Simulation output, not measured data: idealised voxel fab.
Process module in this document: voxel capacitor over wiring
The width of the displayed cross-section, cut, is 280 nm; its cells are square, with a size of 5 nm.
Cross-section layout: square cells on a grid; listed as bands, top to bottom; a band spans one or more cell rows. The entry gives the band's vertical extent as a top height and a bottom height in nm, then its horizontal make-up as materials from left to right, each with a width in nm. "blank" stands for empty space; a single material marked "everywhere" fills the band edge to edge. Where do heights start? At 0: under that level the wafer as delivered is made of one material only. And the lowest band has no floor; it just carries on downward, as in "0 -> down". Width: "30->40" (first number = top row, second number = bottom row, same change from row to row of cells). A step reported as "nothing different" is a step in which no cell of the cross-section changed. In "Completely enclosed voids" the enclosed voids are listed, meaning empty spaces of 8 cells or larger without any opening to the top. The form is width x height at distance, distance from the left edge, units nm. Read whatever lies past the settings on a step's line as the simulator's own remark about the step. overlay nm: right-of-plan distance of the mask on a masked step; negative values mean left-of-plan.
So here's the lineup of process steps we planned:
1 RECEIVE: material Si
2 CONFORMAL_DEP: material SiO2, thk nm 15
3 CONFORMAL_DEP: material SiCN, thk nm 5
4 DIRECTIONAL_DEP: material lowk, thk nm 15
5 MASKED_ETCH: tone open, mask id METAL_1, width nm 25, pitch nm 90, etch materials lowk, depth nm 15, overlay nm 0
6 MASKED_ETCH: tone open, mask id METAL_1, width nm 25, pitch nm 90, etch materials SiCN, depth nm 5, overlay nm 0
7 CONFORMAL_DEP: material TiN, thk nm 5
8 FILL_DEP: material Cu, thk nm 5
9 CMP: height nm 35
10 CONFORMAL_DEP: material SiCN, thk nm 5
11 DIRECTIONAL_DEP: material SiO2, thk nm 20
12 MASKED_ETCH: tone open, mask id PLUG_1, width nm 15, etch materials SiO2, depth nm 20, overlay nm 0
13 MASKED_ETCH: tone open, mask id PLUG_1, width nm 15, etch materials SiCN, depth nm 5, overlay nm 0
14 EPI: material Ru, thk nm 10
15 EPI: material Ru, thk nm 10
16 EPI: material Ru, thk nm 5
17 DIRECTIONAL_DEP: material TiN, thk nm 5
18 DIRECTIONAL_DEP: material Al2O3, thk nm 5
19 DIRECTIONAL_DEP: material TiN, thk nm 5
20 PATTERN: tone cover, mask id UPPER_PLATE, material resist, width nm 70, thk nm 15, overlay nm 0
21 DIRECTIONAL_ETCH: etch materials TiN, depth nm 5
22 DIRECTIONAL_ETCH: etch materials Al2O3, depth nm 5
23 STRIP: etch materials resist
24 MASKED_ETCH: tone cover, mask id LOWER_PLATE, width nm 80, etch materials TiN, depth nm 10, overlay nm 0
25 FILL_DEP: material SiO2, thk nm 20
26 CMP: height nm 95
27 PATTERN: tone open, mask id PLUG_2, material resist, width nm 15, thk nm 20, overlay nm 0
28 DIRECTIONAL_ETCH: etch materials SiO2, depth nm 15
29 STRIP: etch materials resist
30 CONFORMAL_DEP: material TiN, thk nm 5
31 FILL_DEP: material W, thk nm 10
32 CMP: height nm 95
33 CONFORMAL_DEP: material SiCN, thk nm 5
Heads up: all these wafers start the same, and what changes between them is the thk nm in step 17. The value you see in the plan is just what the first wafer got.
Cross-section of the first incoming wafer of several, state after step 1:
    0 -> down: Si everywhere
    Completely enclosed voids: none
The cross-section of the first of several wafers is given below for the end of the module, after its final step, step 33:
    100 -> 95: SiCN everywhere
    95 -> 85: SiO2 100, then TiN 5, then W 5, then TiN 5, then SiO2 165
    85 -> 80: SiO2 100, then TiN 15, then SiO2 165
    80 -> 75: SiO2 everywhere
    75 -> 70: SiO2 90, then TiN 70, then SiO2 120
    70 -> 65: SiO2 90, then Al2O3 70, then SiO2 120
    65 -> 60: SiO2 85, then TiN 80, then SiO2 115
    60 -> 40: SiO2 90, then Ru 15, then SiO2 175
    40 -> 35: SiCN 90, then Ru 15, then SiCN 175
    35 -> 20: lowk 80, then TiN 5, then Cu 15, then TiN 5, then lowk 65, then TiN 5, then Cu 15, then TiN 5, then lowk 85
    20 -> 15: SiCN 80, then TiN 25, then SiCN 65, then TiN 25, then SiCN 85
    15 -> 0: SiO2 everywhere
    0 -> down: Si everywhere
    Completely enclosed voids: none
Cross-section of the last wafer at end of module:
    100 -> 95: SiCN everywhere
    95 -> 90: SiO2 90, then TiN 70, then SiO2 120
    90 -> 85: SiO2 90, then Al2O3 70, then SiO2 120
    85 -> 75: SiO2 85, then TiN 80, then SiO2 115
    75 -> 60: TiN everywhere
    60 -> 40: SiO2 90, then Ru 15, then SiO2 175
    40 -> 35: SiCN 90, then Ru 15, then SiCN 175
    35 -> 20: lowk 80, then TiN 5, then Cu 15, then TiN 5, then lowk 65, then TiN 5, then Cu 15, then TiN 5, then lowk 85
    20 -> 15: SiCN 80, then TiN 25, then SiCN 65, then TiN 25, then SiCN 85
    15 -> 0: SiO2 everywhere
    0 -> down: Si everywhere
    Completely enclosed voids: none
Note: the following table is arranged by wafer, a row apiece. Each row reports the end-of-module state: per material, cells gained (+) or cells lost (-) compared with the wafer as received; closed voids follow:
thk nm 5; +14 Al2O3; +18 Cu; +15 Ru; +155 SiCN; +719 SiO2; +59 TiN; +2 W; +138 lowk; Completely enclosed voids: none
thk nm 10; +14 Al2O3; +18 Cu; +15 Ru; +155 SiCN; +703 SiO2; +75 TiN; +2 W; +138 lowk; Completely enclosed voids: none
thk nm 15; +14 Al2O3; +18 Cu; +15 Ru; +155 SiCN; +650 SiO2; +129 TiN; +1 W; +138 lowk; Completely enclosed voids: none
thk nm 20; +14 Al2O3; +18 Cu; +15 Ru; +155 SiCN; +597 SiO2; +183 TiN; +138 lowk; Completely enclosed voids: none
thk nm 25; +14 Al2O3; +18 Cu; +15 Ru; +155 SiCN; +544 SiO2; +236 TiN; +138 lowk; Completely enclosed voids: none
